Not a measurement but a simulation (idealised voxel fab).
The following process module bears the name voxel released beams.
Displayed cross-section: cut, width of 245 nm, square cells sized 5 nm.
Just so we're on the same page, the cross-sections are grids of square cells, and they're listed out in bands top to bottom, each band one or more rows deep. Heads up on the band format: heights come first, top then bottom, in nm. After that it's the materials left to right, each with its width in nm. A single material flagged "edge to edge" fills the whole band edge to edge, and "air" means there's empty space there. A quick word on heights: they are counted from 0, and under that level the wafer as it came to us is one material throughout. The lowest band is different from the rest in having no bottom; it simply continues downward, written as in "0 nm and below". A width such as "30 to 40" changes by the same amount from each row of cells to the next, from the band's top row to its bottom row. "all unchanged" for a step: no cell of the cross-section changed in that step. Reported under the label "Enclosed void catalog" are the empty spaces having no open way to the top and comprising 8 cells or more; the notation for each is width x height at distance, in which the distance is measured from the left edge and all three values are in nm. Post-settings text on a step line: simulator's own remark regarding the step. "overlay nm", when on a step's line for a step with a mask, measures how far to the right of its planned place the mask lay; a negative measure means to the left.

### Set out below are the planned steps of the process
step 1: RECEIVE [material Si]
step 2: CONFORMAL_DEP [material SiN] [thk nm 5]
step 3: DIRECTIONAL_DEP [material SiO2] [thk nm 10]
step 4: DIRECTIONAL_DEP [material aC] [thk nm 15]
step 5: PATTERN [tone open] [mask id ANCHOR] [material resist] [width nm 35] [thk nm 35] [overlay nm 0]
step 6: DIRECTIONAL_ETCH [etch materials aC] [depth nm 15]
step 7: STRIP [etch materials resist]
step 8: DIRECTIONAL_ETCH [etch materials SiO2] [depth nm 10]
step 9: STRIP [etch materials aC]
step 10: CONFORMAL_DEP [material polySi] [thk nm 15]
step 11: PATTERN [tone cover] [mask id BEAM] [material resist] [width nm 110] [thk nm 15] [overlay nm 0]
step 12: DIRECTIONAL_ETCH [etch materials polySi] [depth nm 15]
step 13: STRIP [etch materials resist]
step 14: STRIP [etch materials SiO2]

### Cross-section, incoming material, after step 1
0 nm and below = Si edge to edge
Enclosed void catalog: none

### Below is the wafer in cross-section after the module was completed. It began from the starting point shown above and followed the plan shown above, except that one mistake was made while running it
30 nm to 20 nm = air 65 / polySi 55 / air 125
20 nm to 15 nm = air 65 / polySi 110 / air 70
15 nm to 5 nm = air 55 / polySi 15 / SiO2 35 / polySi 70 / air 70
5 nm to 0 nm = SiN edge to edge
0 nm and below = Si edge to edge
Enclosed void catalog: none
Diagnosis: off-plan run, step 5, actual operation and settings PATTERN [tone cover] [mask id ANCHOR] [material resist] [width nm 35] [thk nm 35] [overlay nm 0]
